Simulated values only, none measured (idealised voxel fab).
You're looking at the process module voxel gate over fins.
Section cut is 220 nm wide and gridded with 5 nm square cells.
A cross-section in this document is a grid of square cells, and it is written down as bands, the top band listed before the ones below it; a band is made up of one or more rows of cells. First you get the band's top height and its bottom height, in nm, and then the materials it's made of, left to right, with each width in nm. If you see a single material with "edge to edge", that one covers the band edge to edge. "empty" is empty space. Height 0 is the level under which the wafer as received is all one material. The lowest band goes on downwards, as in "0 nm and below". A two-number width, for instance "30->40", indicates that the width is equal to the first number in the top row of the band and to the second number in the bottom row, and that it changes by a constant amount per row of cells. Given "remained the same" for a step, no cell of the cross-section differs between before and after that step. In the "closed voids" entry, you get each enclosed empty space of 8 cells or more, one with no open way to the top, written width x height at distance, distance from the left edge, in nm. Where a step's line continues beyond its settings, the continuation is a remark by the simulator itself on that step. A step line may carry the setting "overlay nm", which, for steps involving a mask, states the distance by which the mask lay to the right of its intended position; negative values denote displacement to the left. If you're wondering how to read the rest of this, here's the deal. It's pairs of cross-sections: one from before a process step, one from after it. The after one is only drawn as far down as the lowest band that changed. Right under each pair you'll see which step sits between them and what its settings were. Don't read the pairs as one continuous story, though. They can come from different runs of this module on the same starting wafer, and a pair only carries on from the one above it where its entry headed "Pre-step view" says so.
[Pre-step view]
- 40 nm to 15 nm: empty (40) / resist (20) / empty (20) / resist (20) / empty (20) / resist (20) / empty (20) / resist (20) / empty (40)
- 15 nm to 5 nm: aC edge to edge
- 5 nm to 0 nm: SiN edge to edge
- 0 nm and below: Si edge to edge
- closed voids: none
[Section After Processing]
- 30 nm to 15 nm: empty (40) / resist (20) / empty (20) / resist (20) / empty (20) / resist (20) / empty (20) / resist (20) / empty (40)
- 15 nm to 5 nm: empty (40) / aC (20) / empty (20) / aC (20) / empty (20) / aC (20) / empty (20) / aC (20) / empty (40)
- Anything lower than 5 is untouched.
- closed voids: none
Between the two cross-sections shown above lies DIRECTIONAL_ETCH (etch materials aC; depth nm 10)
Pre-step view: The structure entering this step is exactly what the pair just above shows after its step.
[Section After Processing]
- 15 nm to 5 nm: empty (40) / aC (20) / empty (20) / aC (20) / empty (20) / aC (20) / empty (20) / aC (20) / empty (40)
- Anything lower than 5 is untouched.
- closed voids: none
Between the two cross-sections shown above lies STRIP (etch materials resist)
Pre-step view: The structure entering this step is exactly what the pair just above shows after its step.
[Section After Processing]
- 15 nm to 5 nm: empty (40) / aC (20) / empty (20) / aC (20) / empty (20) / aC (20) / empty (20) / aC (20) / empty (40)
- 5 nm to 0 nm: empty (40) / SiN (20) / empty (20) / SiN (20) / empty (20) / SiN (20) / empty (20) / SiN (20) / empty (40)
- Anything lower than 0 is untouched.
- closed voids: none
Between the two cross-sections shown above lies DIRECTIONAL_ETCH (etch materials SiN; depth nm 5)
Pre-step view: The structure entering this step is exactly what the pair just above shows after its step.
[Section After Processing]
- 15 nm to 5 nm: empty (40) / aC (20) / empty (20) / aC (20) / empty (20) / aC (20) / empty (20) / aC (20) / empty (40)
- 5 nm to 0 nm: empty (40) / SiN (20) / empty (20) / SiN (20) / empty (20) / SiN (20) / empty (20) / SiN (20) / empty (40)
- 0 nm to -40 nm: empty (40) / Si (20) / empty (20) / Si (20) / empty (20) / Si (20) / empty (20) / Si (20) / empty (40)
- Anything lower than -40 is untouched.
- closed voids: none
Between the two cross-sections shown above lies DIRECTIONAL_ETCH (etch materials Si; depth nm 40)
Pre-step view: The structure entering this step is exactly what the pair just above shows after its step.
[Section After Processing]
- 5 nm to 0 nm: empty (40) / SiN (20) / empty (20) / SiN (20) / empty (20) / SiN (20) / empty (20) / SiN (20) / empty (40)
- Anything lower than 0 is untouched.
- closed voids: none
Between the two cross-sections shown above lies STRIP (etch materials aC)
Pre-step view: The structure entering this step is exactly what the pair just above shows after its step.
[Section After Processing]
- 5 nm to 0 nm: empty (40) / SiN (20) / empty (20) / SiN (20) / empty (20) / SiN (20) / empty (20) / SiN (20) / empty (40)
- 0 nm to -40 nm: empty (40) / SiO2 (5) / Si (10) / SiO2 (5) / empty (20) / SiO2 (5) / Si (10) / SiO2 (5) / empty (20) / SiO2 (5) / Si (10) / SiO2 (5) / empty (20) / SiO2 (5) / Si (10) / SiO2 (5) / empty (40)
- -40 nm to -45 nm: SiO2 (45) / Si (10) / SiO2 (30) / Si (10) / SiO2 (30) / Si (10) / SiO2 (30) / Si (10) / SiO2 (45)
- Anything lower than -45 is untouched.
- closed voids: none
Between the two cross-sections shown above lies OXIDIZE (depth nm 5)
Pre-step view: The structure entering this step is exactly what the pair just above shows after its step.
[Section After Processing]
- 10 nm to 5 nm: SiO2 edge to edge
- 5 nm to 0 nm: SiO2 (40) / SiN (20) / SiO2 (20) / SiN (20) / SiO2 (20) / SiN (20) / SiO2 (20) / SiN (20) / SiO2 (40)
- 0 nm to -45 nm: SiO2 (45) / Si (10) / SiO2 (30) / Si (10) / SiO2 (30) / Si (10) / SiO2 (30) / Si (10) / SiO2 (45)
- Anything lower than -45 is untouched.
- closed voids: none
Between the two cross-sections shown above lies FILL_DEP (material SiO2; thk nm 5)
Pre-step view: The structure entering this step is exactly what the pair just above shows after its step.
[Section After Processing]
- 5 nm to 0 nm: SiO2 (40) / SiN (20) / SiO2 (20) / SiN (20) / SiO2 (20) / SiN (20) / SiO2 (20) / SiN (20) / SiO2 (40)
- Anything lower than 0 is untouched.
- closed voids: none
Between the two cross-sections shown above lies CMP (height nm 5)
Pre-step view: The structure entering this step is exactly what the pair just above shows after its step.
[Section After Processing]
- 5 nm to 0 nm: empty (40) / SiN (20) / empty (20) / SiN (20) / empty (20) / SiN (20) / empty (20) / SiN (20) / empty (40)
- 0 nm to -10 nm: empty (45) / Si (10) / empty (30) / Si (10) / empty (30) / Si (10) / empty (30) / Si (10) / empty (45)
- Anything lower than -10 is untouched.
- closed voids: none
Between the two cross-sections shown above lies SELECTIVE_ETCH (etch materials SiO2; depth nm 15)
Pre-step view: The structure entering this step is exactly what the pair just above shows after its step.
[Section After Processing]
- 0 nm to -10 nm: empty (45) / Si (10) / empty (30) / Si (10) / empty (30) / Si (10) / empty (30) / Si (10) / empty (45)
- Anything lower than -10 is untouched.
- closed voids: none
Between the two cross-sections shown above lies STRIP (etch materials SiN)
Pre-step view: The structure entering this step is exactly what the pair just above shows after its step.
[Section After Processing]
- 5 nm to 0 nm: empty (40) / HfO2 (20) / empty (20) / HfO2 (20) / empty (20) / HfO2 (20) / empty (20) / HfO2 (20) / empty (40)
- 0 nm to -5 nm: empty (40) / HfO2 (5) / Si (10) / HfO2 (5) / empty (20) / HfO2 (5) / Si (10) / HfO2 (5) / empty (20) / HfO2 (5) / Si (10) / HfO2 (5) / empty (20) / HfO2 (5) / Si (10) / HfO2 (5) / empty (40)
- -5 nm to -10 nm: HfO2 (45) / Si (10) / HfO2 (30) / Si (10) / HfO2 (30) / Si (10) / HfO2 (30) / Si (10) / HfO2 (45)
- Anything lower than -10 is untouched.
- closed voids: none
Between the two cross-sections shown above lies CONFORMAL_DEP (material HfO2; thk nm 5)
Pre-step view: The structure entering this step is exactly what the pair just above shows after its step.
[Section After Processing]
- 10 nm to 5 nm: empty (35) / TiN (30) / empty (10) / TiN (30) / empty (10) / TiN (30) / empty (10) / TiN (30) / empty (35)
- 5 nm to 0 nm: empty (35) / TiN (5) / HfO2 (20) / TiN (5) / empty (10) / TiN (5) / HfO2 (20) / TiN (5) / empty (10) / TiN (5) / HfO2 (20) / TiN (5) / empty (10) / TiN (5) / HfO2 (20) / TiN (5) / empty (35)
- 0 nm to -5 nm: TiN (40) / HfO2 (5) / Si (10) / HfO2 (5) / TiN (20) / HfO2 (5) / Si (10) / HfO2 (5) / TiN (20) / HfO2 (5) / Si (10) / HfO2 (5) / TiN (20) / HfO2 (5) / Si (10) / HfO2 (5) / TiN (40)
- Anything lower than -5 is untouched.
- closed voids: none
Between the two cross-sections shown above lies CONFORMAL_DEP (material TiN; thk nm 5)
Pre-step view: The structure entering this step is exactly what the pair just above shows after its step.
[Section After Processing]
- 15 nm to 10 nm: empty (30) / TiAl (160) / empty (30)
- 10 nm to 5 nm: empty (30) / TiAl (5) / TiN (30) / TiAl (10) / TiN (30) / TiAl (10) / TiN (30) / TiAl (10) / TiN (30) / TiAl (5) / empty (30)
- 5 nm to 0 nm: TiAl (35) / TiN (5) / HfO2 (20) / TiN (5) / TiAl (10) / TiN (5) / HfO2 (20) / TiN (5) / TiAl (10) / TiN (5) / HfO2 (20) / TiN (5) / TiAl (10) / TiN (5) / HfO2 (20) / TiN (5) / TiAl (35)
- Anything lower than 0 is untouched.
- closed voids: none
Between the two cross-sections shown above lies CONFORMAL_DEP (material TiAl; thk nm 5)
Pre-step view: The structure entering this step is exactly what the pair just above shows after its step.
[Section After Processing]
- 20 nm to 15 nm: empty (25) / TiN (170) / empty (25)
- 15 nm to 10 nm: empty (25) / TiN (5) / TiAl (160) / TiN (5) / empty (25)
- 10 nm to 5 nm: TiN (30) / TiAl (5) / TiN (30) / TiAl (10) / TiN (30) / TiAl (10) / TiN (30) / TiAl (10) / TiN (30) / TiAl (5) / TiN (30)
- Anything lower than 5 is untouched.
- closed voids: none
Between the two cross-sections shown above lies CONFORMAL_DEP (material TiN; thk nm 5)
Pre-step view: The structure entering this step is exactly what the pair just above shows after its step.
[Section After Processing]
- 30 nm to 20 nm: W edge to edge
- 20 nm to 15 nm: W (25) / TiN (170) / W (25)
- 15 nm to 10 nm: W (25) / TiN (5) / TiAl (160) / TiN (5) / W (25)
- Anything lower than 10 is untouched.
- closed voids: none
Between the two cross-sections shown above lies FILL_DEP (material W; thk nm 10)
Pre-step view: The structure entering this step is exactly what the pair just above shows after its step.
[Section After Processing]
- 25 nm to 20 nm: W edge to edge
- Anything lower than 20 is untouched.
- closed voids: none
Between the two cross-sections shown above lies CMP (height nm 25)
Pre-step view: The structure entering this step is exactly what the pair just above shows after its step.
[Section After Processing]
- 35 nm to 25 nm: SiCN edge to edge
- Anything lower than 25 is untouched.
- closed voids: none
Between the two cross-sections shown above lies CONFORMAL_DEP (material SiCN; thk nm 10)
[Pre-step view]
- 15 nm to 5 nm: aC edge to edge
- 5 nm to 0 nm: SiN edge to edge
- 0 nm and below: Si edge to edge
- closed voids: none
[Section After Processing]
- 40 nm to 15 nm: empty (50) / resist (15) / empty (25) / resist (15) / empty (25) / resist (15) / empty (25) / resist (15) / empty (35)
- Anything lower than 15 is untouched.
- closed voids: none
Between the two cross-sections shown above lies PATTERN (tone cover; mask id FINS; material resist; width nm 15; pitch nm 40; thk nm 25; overlay nm 10)
Pre-step view: The structure entering this step is exactly what the pair just above shows after its step.
[Section After Processing]
- 30 nm to 15 nm: empty (50) / resist (15) / empty (25) / resist (15) / empty (25) / resist (15) / empty (25) / resist (15) / empty (35)
- 15 nm to 5 nm: empty (50) / aC (15) / empty (25) / aC (15) / empty (25) / aC (15) / empty (25) / aC (15) / empty (35)
- Anything lower than 5 is untouched.
- closed voids: none
Between the two cross-sections shown above lies DIRECTIONAL_ETCH (etch materials aC; depth nm 10)
Pre-step view: The structure entering this step is exactly what the pair just above shows after its step.
[Section After Processing]
- 15 nm to 5 nm: empty (50) / aC (15) / empty (25) / aC (15) / empty (25) / aC (15) / empty (25) / aC (15) / empty (35)
- Anything lower than 5 is untouched.
- closed voids: none
Between the two cross-sections shown above lies STRIP (etch materials resist)
Pre-step view: The structure entering this step is exactly what the pair just above shows after its step.
[Section After Processing]
- 15 nm to 5 nm: empty (50) / aC (15) / empty (25) / aC (15) / empty (25) / aC (15) / empty (25) / aC (15) / empty (35)
- 5 nm to 0 nm: empty (50) / SiN (15) / empty (25) / SiN (15) / empty (25) / SiN (15) / empty (25) / SiN (15) / empty (35)
- Anything lower than 0 is untouched.
- closed voids: none
Between the two cross-sections shown above lies DIRECTIONAL_ETCH (etch materials SiN; depth nm 5)
Pre-step view: The structure entering this step is exactly what the pair just above shows after its step.
[Section After Processing]
- 15 nm to 5 nm: empty (50) / aC (15) / empty (25) / aC (15) / empty (25) / aC (15) / empty (25) / aC (15) / empty (35)
- 5 nm to 0 nm: empty (50) / SiN (15) / empty (25) / SiN (15) / empty (25) / SiN (15) / empty (25) / SiN (15) / empty (35)
- 0 nm to -40 nm: empty (50) / Si (15) / empty (25) / Si (15) / empty (25) / Si (15) / empty (25) / Si (15) / empty (35)
- Anything lower than -40 is untouched.
- closed voids: none
Between the two cross-sections shown above lies DIRECTIONAL_ETCH (etch materials Si; depth nm 40)
Pre-step view: The structure entering this step is exactly what the pair just above shows after its step.
[Section After Processing]
- 5 nm to 0 nm: empty (50) / SiN (15) / empty (25) / SiN (15) / empty (25) / SiN (15) / empty (25) / SiN (15) / empty (35)
- Anything lower than 0 is untouched.
- closed voids: none
Between the two cross-sections shown above lies STRIP (etch materials aC)
Pre-step view: The structure entering this step is exactly what the pair just above shows after its step.
[Section After Processing]
- 5 nm to 0 nm: empty (50) / SiN (15) / empty (25) / SiN (15) / empty (25) / SiN (15) / empty (25) / SiN (15) / empty (35)
- 0 nm to -40 nm: empty (50) / SiO2 (5) / Si (5) / SiO2 (5) / empty (25) / SiO2 (5) / Si (5) / SiO2 (5) / empty (25) / SiO2 (5) / Si (5) / SiO2 (5) / empty (25) / SiO2 (5) / Si (5) / SiO2 (5) / empty (35)
- -40 nm to -45 nm: SiO2 (55) / Si (5) / SiO2 (35) / Si (5) / SiO2 (35) / Si (5) / SiO2 (35) / Si (5) / SiO2 (40)
- Anything lower than -45 is untouched.
- closed voids: none
Between the two cross-sections shown above lies OXIDIZE (depth nm 5)
Pre-step view: The structure entering this step is exactly what the pair just above shows after its step.
[Section After Processing]
- 10 nm to 5 nm: SiO2 edge to edge
- 5 nm to 0 nm: SiO2 (50) / SiN (15) / SiO2 (25) / SiN (15) / SiO2 (25) / SiN (15) / SiO2 (25) / SiN (15) / SiO2 (35)
- 0 nm to -45 nm: SiO2 (55) / Si (5) / SiO2 (35) / Si (5) / SiO2 (35) / Si (5) / SiO2 (35) / Si (5) / SiO2 (40)
- Anything lower than -45 is untouched.
- closed voids: none
Between the two cross-sections shown above lies FILL_DEP (material SiO2; thk nm 5)
Pre-step view: The structure entering this step is exactly what the pair just above shows after its step.
[Section After Processing]
- 5 nm to 0 nm: SiO2 (50) / SiN (15) / SiO2 (25) / SiN (15) / SiO2 (25) / SiN (15) / SiO2 (25) / SiN (15) / SiO2 (35)
- Anything lower than 0 is untouched.
- closed voids: none
Between the two cross-sections shown above lies CMP (height nm 5)
Pre-step view: The structure entering this step is exactly what the pair just above shows after its step.
[Section After Processing]
- 5 nm to 0 nm: empty (50) / SiN (15) / empty (25) / SiN (15) / empty (25) / SiN (15) / empty (25) / SiN (15) / empty (35)
- 0 nm to -10 nm: empty (55) / Si (5) / empty (35) / Si (5) / empty (35) / Si (5) / empty (35) / Si (5) / empty (40)
- Anything lower than -10 is untouched.
- closed voids: none
Between the two cross-sections shown above lies SELECTIVE_ETCH (etch materials SiO2; depth nm 15)
Pre-step view: The structure entering this step is exactly what the pair just above shows after its step.
[Section After Processing]
- 0 nm to -10 nm: empty (55) / Si (5) / empty (35) / Si (5) / empty (35) / Si (5) / empty (35) / Si (5) / empty (40)
- Anything lower than -10 is untouched.
- closed voids: none
Between the two cross-sections shown above lies STRIP (etch materials SiN)
Pre-step view: The structure entering this step is exactly what the pair just above shows after its step.
[Section After Processing]
- 5 nm to 0 nm: empty (50) / HfO2 (15) / empty (25) / HfO2 (15) / empty (25) / HfO2 (15) / empty (25) / HfO2 (15) / empty (35)
- 0 nm to -5 nm: empty (50) / HfO2 (5) / Si (5) / HfO2 (5) / empty (25) / HfO2 (5) / Si (5) / HfO2 (5) / empty (25) / HfO2 (5) / Si (5) / HfO2 (5) / empty (25) / HfO2 (5) / Si (5) / HfO2 (5) / empty (35)
- -5 nm to -10 nm: HfO2 (55) / Si (5) / HfO2 (35) / Si (5) / HfO2 (35) / Si (5) / HfO2 (35) / Si (5) / HfO2 (40)
- Anything lower than -10 is untouched.
- closed voids: none
Between the two cross-sections shown above lies CONFORMAL_DEP (material HfO2; thk nm 5)
Pre-step view: The structure entering this step is exactly what the pair just above shows after its step.
[Section After Processing]
- 10 nm to 5 nm: empty (45) / TiN (25) / empty (15) / TiN (25) / empty (15) / TiN (25) / empty (15) / TiN (25) / empty (30)
- 5 nm to 0 nm: empty (45) / TiN (5) / HfO2 (15) / TiN (5) / empty (15) / TiN (5) / HfO2 (15) / TiN (5) / empty (15) / TiN (5) / HfO2 (15) / TiN (5) / empty (15) / TiN (5) / HfO2 (15) / TiN (5) / empty (30)
- 0 nm to -5 nm: TiN (50) / HfO2 (5) / Si (5) / HfO2 (5) / TiN (25) / HfO2 (5) / Si (5) / HfO2 (5) / TiN (25) / HfO2 (5) / Si (5) / HfO2 (5) / TiN (25) / HfO2 (5) / Si (5) / HfO2 (5) / TiN (35)
- Anything lower than -5 is untouched.
- closed voids: none
Between the two cross-sections shown above lies CONFORMAL_DEP (material TiN; thk nm 5)
Pre-step view: The structure entering this step is exactly what the pair just above shows after its step.
[Section After Processing]
- 15 nm to 10 nm: empty (40) / TiAl (35) / empty (5) / TiAl (35) / empty (5) / TiAl (35) / empty (5) / TiAl (35) / empty (25)
- 10 nm to 5 nm: empty (40) / TiAl (5) / TiN (25) / TiAl (5) / empty (5) / TiAl (5) / TiN (25) / TiAl (5) / empty (5) / TiAl (5) / TiN (25) / TiAl (5) / empty (5) / TiAl (5) / TiN (25) / TiAl (5) / empty (25)
- 5 nm to 0 nm: TiAl (45) / TiN (5) / HfO2 (15) / TiN (5) / TiAl (15) / TiN (5) / HfO2 (15) / TiN (5) / TiAl (15) / TiN (5) / HfO2 (15) / TiN (5) / TiAl (15) / TiN (5) / HfO2 (15) / TiN (5) / TiAl (30)
- Anything lower than 0 is untouched.
- closed voids: none
Between the two cross-sections shown above lies CONFORMAL_DEP (material TiAl; thk nm 5)
Pre-step view: The structure entering this step is exactly what the pair just above shows after its step.
[Section After Processing]
- 20 nm to 15 nm: empty (35) / TiN (165) / empty (20)
- 15 nm to 10 nm: empty (35) / TiN (5) / TiAl (35) / TiN (5) / TiAl (35) / TiN (5) / TiAl (35) / TiN (5) / TiAl (35) / TiN (5) / empty (20)
- 10 nm to 5 nm: TiN (40) / TiAl (5) / TiN (25) / TiAl (5) / TiN (5) / TiAl (5) / TiN (25) / TiAl (5) / TiN (5) / TiAl (5) / TiN (25) / TiAl (5) / TiN (5) / TiAl (5) / TiN (25) / TiAl (5) / TiN (25)
- Anything lower than 5 is untouched.
- closed voids: none
Between the two cross-sections shown above lies CONFORMAL_DEP (material TiN; thk nm 5)
Pre-step view: The structure entering this step is exactly what the pair just above shows after its step.
[Section After Processing]
- 30 nm to 20 nm: W edge to edge
- 20 nm to 15 nm: W (35) / TiN (165) / W (20)
- 15 nm to 10 nm: W (35) / TiN (5) / TiAl (35) / TiN (5) / TiAl (35) / TiN (5) / TiAl (35) / TiN (5) / TiAl (35) / TiN (5) / W (20)
- Anything lower than 10 is untouched.
- closed voids: none
Between the two cross-sections shown above lies FILL_DEP (material W; thk nm 10)
Pre-step view: The structure entering this step is exactly what the pair just above shows after its step.
[Section After Processing]
- 25 nm to 20 nm: W edge to edge
- Anything lower than 20 is untouched.
- closed voids: none
Between the two cross-sections shown above lies CMP (height nm 25)
Pre-step view: The structure entering this step is exactly what the pair just above shows after its step.
[Section After Processing]
- 35 nm to 25 nm: SiCN edge to edge
- Anything lower than 25 is untouched.
- closed voids: none
Between the two cross-sections shown above lies CONFORMAL_DEP (material SiCN; thk nm 10)
[Pre-step view]
- 10 nm to 5 nm: empty (35) / TiN (25) / empty (15) / TiN (25) / empty (15) / TiN (25) / empty (15) / TiN (25) / empty (40)
- 5 nm to 0 nm: empty (35) / TiN (5) / HfO2 (15) / TiN (5) / empty (15) / TiN (5) / HfO2 (15) / TiN (5) / empty (15) / TiN (5) / HfO2 (15) / TiN (5) / empty (15) / TiN (5) / HfO2 (15) / TiN (5) / empty (40)
- 0 nm to -5 nm: TiN (40) / HfO2 (5) / Si (5) / HfO2 (5) / TiN (25) / HfO2 (5) / Si (5) / HfO2 (5) / TiN (25) / HfO2 (5) / Si (5) / HfO2 (5) / TiN (25) / HfO2 (5) / Si (5) / HfO2 (5) / TiN (45)
- -5 nm to -10 nm: HfO2 (45) / Si (5) / HfO2 (35) / Si (5) / HfO2 (35) / Si (5) / HfO2 (35) / Si (5) / HfO2 (50)
- -10 nm to -45 nm: SiO2 (45) / Si (5) / SiO2 (35) / Si (5) / SiO2 (35) / Si (5) / SiO2 (35) / Si (5) / SiO2 (50)
- -45 nm and below: Si edge to edge
- closed voids: none
[Section After Processing]
- 15 nm to 10 nm: empty (30) / W (35) / empty (5) / W (35) / empty (5) / W (35) / empty (5) / W (35) / empty (35)
- 10 nm to 5 nm: empty (30) / W (5) / TiN (25) / W (5) / empty (5) / W (5) / TiN (25) / W (5) / empty (5) / W (5) / TiN (25) / W (5) / empty (5) / W (5) / TiN (25) / W (5) / empty (35)
- 5 nm to 0 nm: W (35) / TiN (5) / HfO2 (15) / TiN (5) / W (15) / TiN (5) / HfO2 (15) / TiN (5) / W (15) / TiN (5) / HfO2 (15) / TiN (5) / W (15) / TiN (5) / HfO2 (15) / TiN (5) / W (40)
- Anything lower than 0 is untouched.
- closed voids: none
Between the two cross-sections shown above lies CONFORMAL_DEP (material W; thk nm 5)
Pre-step view: The structure entering this step is exactly what the pair just above shows after its step.
[Section After Processing]
- 20 nm to 15 nm: empty (25) / TiN (165) / empty (30)
- 15 nm to 10 nm: empty (25) / TiN (5) / W (35) / TiN (5) / W (35) / TiN (5) / W (35) / TiN (5) / W (35) / TiN (5) / empty (30)
- 10 nm to 5 nm: TiN (30) / W (5) / TiN (25) / W (5) / TiN (5) / W (5) / TiN (25) / W (5) / TiN (5) / W (5) / TiN (25) / W (5) / TiN (5) / W (5) / TiN (25) / W (5) / TiN (35)
- Anything lower than 5 is untouched.
- closed voids: none
Between the two cross-sections shown above lies CONFORMAL_DEP (material TiN; thk nm 5)
Pre-step view: The structure entering this step is exactly what the pair just above shows after its step.
[Section After Processing]
- 30 nm to 20 nm: W edge to edge
- 20 nm to 15 nm: W (25) / TiN (165) / W (30)
- 15 nm to 10 nm: W (25) / TiN (5) / W (35) / TiN (5) / W (35) / TiN (5) / W (35) / TiN (5) / W (35) / TiN (5) / W (30)
- Anything lower than 10 is untouched.
- closed voids: none
Between the two cross-sections shown above lies FILL_DEP (material W; thk nm 10)
Pre-step view: The structure entering this step is exactly what the pair just above shows after its step.
[Section After Processing]
- 25 nm to 20 nm: W edge to edge
- Anything lower than 20 is untouched.
- closed voids: none
Between the two cross-sections shown above lies CMP (height nm 25)
Pre-step view: The structure entering this step is exactly what the pair just above shows after its step.
[Section After Processing]
- 35 nm to 25 nm: SiCN edge to edge
- Anything lower than 25 is untouched.
- closed voids: none
Between the two cross-sections shown above lies CONFORMAL_DEP (material SiCN; thk nm 10)
[Pre-step view]
- 15 nm to 5 nm: aC edge to edge
- 5 nm to 0 nm: SiN edge to edge
- 0 nm and below: Si edge to edge
- closed voids: none
[Section After Processing]
- 40 nm to 15 nm: resist (40) / empty (15) / resist (25) / empty (15) / resist (25) / empty (15) / resist (25) / empty (15) / resist (45)
- Anything lower than 15 is untouched.
- closed voids: none
Between the two cross-sections shown above lies PATTERN (tone open; mask id FINS; material resist; width nm 15; pitch nm 40; thk nm 25; overlay nm 0)
Pre-step view: The structure entering this step is exactly what the pair just above shows after its step.
[Section After Processing]
- 30 nm to 15 nm: resist (40) / empty (15) / resist (25) / empty (15) / resist (25) / empty (15) / resist (25) / empty (15) / resist (45)
- 15 nm to 5 nm: aC (40) / empty (15) / aC (25) / empty (15) / aC (25) / empty (15) / aC (25) / empty (15) / aC (45)
- Anything lower than 5 is untouched.
- closed voids: none
Between the two cross-sections shown above lies DIRECTIONAL_ETCH (etch materials aC; depth nm 10)
Pre-step view: The structure entering this step is exactly what the pair just above shows after its step.
[Section After Processing]
- 15 nm to 5 nm: aC (40) / empty (15) / aC (25) / empty (15) / aC (25) / empty (15) / aC (25) / empty (15) / aC (45)
- Anything lower than 5 is untouched.
- closed voids: none
Between the two cross-sections shown above lies STRIP (etch materials resist)
Pre-step view: The structure entering this step is exactly what the pair just above shows after its step.
[Section After Processing]
- 15 nm to 5 nm: aC (40) / empty (15) / aC (25) / empty (15) / aC (25) / empty (15) / aC (25) / empty (15) / aC (45)
- 5 nm to 0 nm: SiN (40) / empty (15) / SiN (25) / empty (15) / SiN (25) / empty (15) / SiN (25) / empty (15) / SiN (45)
- Anything lower than 0 is untouched.
- closed voids: none
Between the two cross-sections shown above lies DIRECTIONAL_ETCH (etch materials SiN; depth nm 5)
Pre-step view: The structure entering this step is exactly what the pair just above shows after its step.
[Section After Processing]
- 15 nm to 5 nm: aC (40) / empty (15) / aC (25) / empty (15) / aC (25) / empty (15) / aC (25) / empty (15) / aC (45)
- 5 nm to 0 nm: SiN (40) / empty (15) / SiN (25) / empty (15) / SiN (25) / empty (15) / SiN (25) / empty (15) / SiN (45)
- 0 nm to -40 nm: Si (40) / empty (15) / Si (25) / empty (15) / Si (25) / empty (15) / Si (25) / empty (15) / Si (45)
- Anything lower than -40 is untouched.
- closed voids: none
Between the two cross-sections shown above lies DIRECTIONAL_ETCH (etch materials Si; depth nm 40)
Pre-step view: The structure entering this step is exactly what the pair just above shows after its step.
[Section After Processing]
- 5 nm to 0 nm: SiN (40) / empty (15) / SiN (25) / empty (15) / SiN (25) / empty (15) / SiN (25) / empty (15) / SiN (45)
- Anything lower than 0 is untouched.
- closed voids: none
Between the two cross-sections shown above lies STRIP (etch materials aC)
Pre-step view: The structure entering this step is exactly what the pair just above shows after its step.
[Section After Processing]
- 5 nm to 0 nm: SiN (40) / empty (15) / SiN (25) / empty (15) / SiN (25) / empty (15) / SiN (25) / empty (15) / SiN (45)
- 0 nm to -40 nm: Si (35) / SiO2 (5) / empty (15) / SiO2 (5) / Si (15) / SiO2 (5) / empty (15) / SiO2 (5) / Si (15) / SiO2 (5) / empty (15) / SiO2 (5) / Si (15) / SiO2 (5) / empty (15) / SiO2 (5) / Si (40)
- -40 nm to -45 nm: Si (35) / SiO2 (25) / Si (15) / SiO2 (25) / Si (15) / SiO2 (25) / Si (15) / SiO2 (25) / Si (40)
- Anything lower than -45 is untouched.
- closed voids: none
Between the two cross-sections shown above lies OXIDIZE (depth nm 5)
Pre-step view: The structure entering this step is exactly what the pair just above shows after its step.
[Section After Processing]
- 10 nm to 5 nm: SiO2 edge to edge
- 5 nm to 0 nm: SiN (40) / SiO2 (15) / SiN (25) / SiO2 (15) / SiN (25) / SiO2 (15) / SiN (25) / SiO2 (15) / SiN (45)
- 0 nm to -45 nm: Si (35) / SiO2 (25) / Si (15) / SiO2 (25) / Si (15) / SiO2 (25) / Si (15) / SiO2 (25) / Si (40)
- Anything lower than -45 is untouched.
- closed voids: none
Between the two cross-sections shown above lies FILL_DEP (material SiO2; thk nm 5)
Pre-step view: The structure entering this step is exactly what the pair just above shows after its step.
[Section After Processing]
- 5 nm to 0 nm: SiN (40) / SiO2 (15) / SiN (25) / SiO2 (15) / SiN (25) / SiO2 (15) / SiN (25) / SiO2 (15) / SiN (45)
- Anything lower than 0 is untouched.
- closed voids: none
Between the two cross-sections shown above lies CMP (height nm 5)
Pre-step view: The structure entering this step is exactly what the pair just above shows after its step.
[Section After Processing]
- 5 nm to 0 nm: SiN (40) / empty (15) / SiN (25) / empty (15) / SiN (25) / empty (15) / SiN (25) / empty (15) / SiN (45)
- 0 nm to -10 nm: Si (35) / empty (25) / Si (15) / empty (25) / Si (15) / empty (25) / Si (15) / empty (25) / Si (40)
- Anything lower than -10 is untouched.
- closed voids: none
Between the two cross-sections shown above lies SELECTIVE_ETCH (etch materials SiO2; depth nm 15)
Pre-step view: The structure entering this step is exactly what the pair just above shows after its step.
[Section After Processing]
- 0 nm to -10 nm: Si (35) / empty (25) / Si (15) / empty (25) / Si (15) / empty (25) / Si (15) / empty (25) / Si (40)
- Anything lower than -10 is untouched.
- closed voids: none
Between the two cross-sections shown above lies STRIP (etch materials SiN)
Pre-step view: The structure entering this step is exactly what the pair just above shows after its step.
[Section After Processing]
- 5 nm to 0 nm: HfO2 (40) / empty (15) / HfO2 (25) / empty (15) / HfO2 (25) / empty (15) / HfO2 (25) / empty (15) / HfO2 (45)
- 0 nm to -5 nm: Si (35) / HfO2 (5) / empty (15) / HfO2 (5) / Si (15) / HfO2 (5) / empty (15) / HfO2 (5) / Si (15) / HfO2 (5) / empty (15) / HfO2 (5) / Si (15) / HfO2 (5) / empty (15) / HfO2 (5) / Si (40)
- -5 nm to -10 nm: Si (35) / HfO2 (25) / Si (15) / HfO2 (25) / Si (15) / HfO2 (25) / Si (15) / HfO2 (25) / Si (40)
- Anything lower than -10 is untouched.
- closed voids: none
Between the two cross-sections shown above lies CONFORMAL_DEP (material HfO2; thk nm 5)
Pre-step view: The structure entering this step is exactly what the pair just above shows after its step.
[Section After Processing]
- 10 nm to 5 nm: TiN (45) / empty (5) / TiN (35) / empty (5) / TiN (35) / empty (5) / TiN (35) / empty (5) / TiN (50)
- 5 nm to 0 nm: HfO2 (40) / TiN (5) / empty (5) / TiN (5) / HfO2 (25) / TiN (5) / empty (5) / TiN (5) / HfO2 (25) / TiN (5) / empty (5) / TiN (5) / HfO2 (25) / TiN (5) / empty (5) / TiN (5) / HfO2 (45)
- 0 nm to -5 nm: Si (35) / HfO2 (5) / TiN (15) / HfO2 (5) / Si (15) / HfO2 (5) / TiN (15) / HfO2 (5) / Si (15) / HfO2 (5) / TiN (15) / HfO2 (5) / Si (15) / HfO2 (5) / TiN (15) / HfO2 (5) / Si (40)
- Anything lower than -5 is untouched.
- closed voids: none
Between the two cross-sections shown above lies CONFORMAL_DEP (material TiN; thk nm 5)
